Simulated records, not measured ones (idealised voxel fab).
The process module that follows is named voxel fin reveal.
The width of the displayed cross-section, cut, is 200 nm; its cells are square, with a size of 5 nm.
In what follows, cross-sections appear as grids of square cells, described through bands that run from the top down, where every band is one or more rows of cells.
Quick guide to a band line: top height, bottom height (nm) up front; then every material left to right with its width in nm. Only one material and it's marked "throughout"? Then it fills the band edge to edge. And "empty" just means empty space.
Note: height 0 marks the level under which the wafer is uniformly one material as received. Lowest band unbounded below, written "0..down".
Note: "30..40" means the width goes from the first number (top row of the band) to the second number (bottom row) in equal steps per row of cells.
Where the words "stayed the same" appear for a step, the cross-section shows no cell changed by that step; every cell remained as before.
"Enclosed empty spaces" enumerates empty spaces isolated from the top, with no open way to it, that contain at least 8 cells, giving each as width x height at distance from the left edge, all three in nm.
Formally, on a step line, whatever follows the settings is a remark that the simulator itself makes on the step.
The line of a step may include "overlay nm". On a step with a mask, this value is how far to the right of its planned place the mask lay. A negative value means the mask lay to the left.
Below is the list of planned process steps:
1. RECEIVE, material Si
2. CONFORMAL_DEP, material SiN, thk nm 5
3. DIRECTIONAL_DEP, material aC, thk nm 15
4. PATTERN, tone cover, mask id FINS, material resist, width nm 15, pitch nm 35, thk nm 35, overlay nm 0
5. DIRECTIONAL_ETCH, etch materials aC, depth nm 15
6. STRIP, etch materials resist
7. DIRECTIONAL_ETCH, etch materials SiN, depth nm 5
8. DIRECTIONAL_ETCH, etch materials Si, depth nm 35
9. STRIP, etch materials aC
10. OXIDIZE, depth nm 5
11. FILL_DEP, material SiO2, thk nm 10
12. CMP, height nm 5
13. SELECTIVE_ETCH, etch materials SiO2, depth nm 30
14. STRIP, etch materials SiN
Wafer at receipt (post step 1), cross-section:
0..down  Si throughout
Enclosed empty spaces: none
Same starting wafer, same plan as above, one mistake in the execution; this is the cross-section at the end of the module:
0..-35  empty=80, then Si=5, then empty=30, then Si=5, then empty=80
-35..-40  SiO2=80, then Si=5, then SiO2=30, then Si=5, then SiO2=80
-40..down  Si throughout
Enclosed empty spaces: none
What was done differently from what was planned? off-plan run, step 13, actual operation and settings SELECTIVE_ETCH, etch materials SiO2, depth nm 40
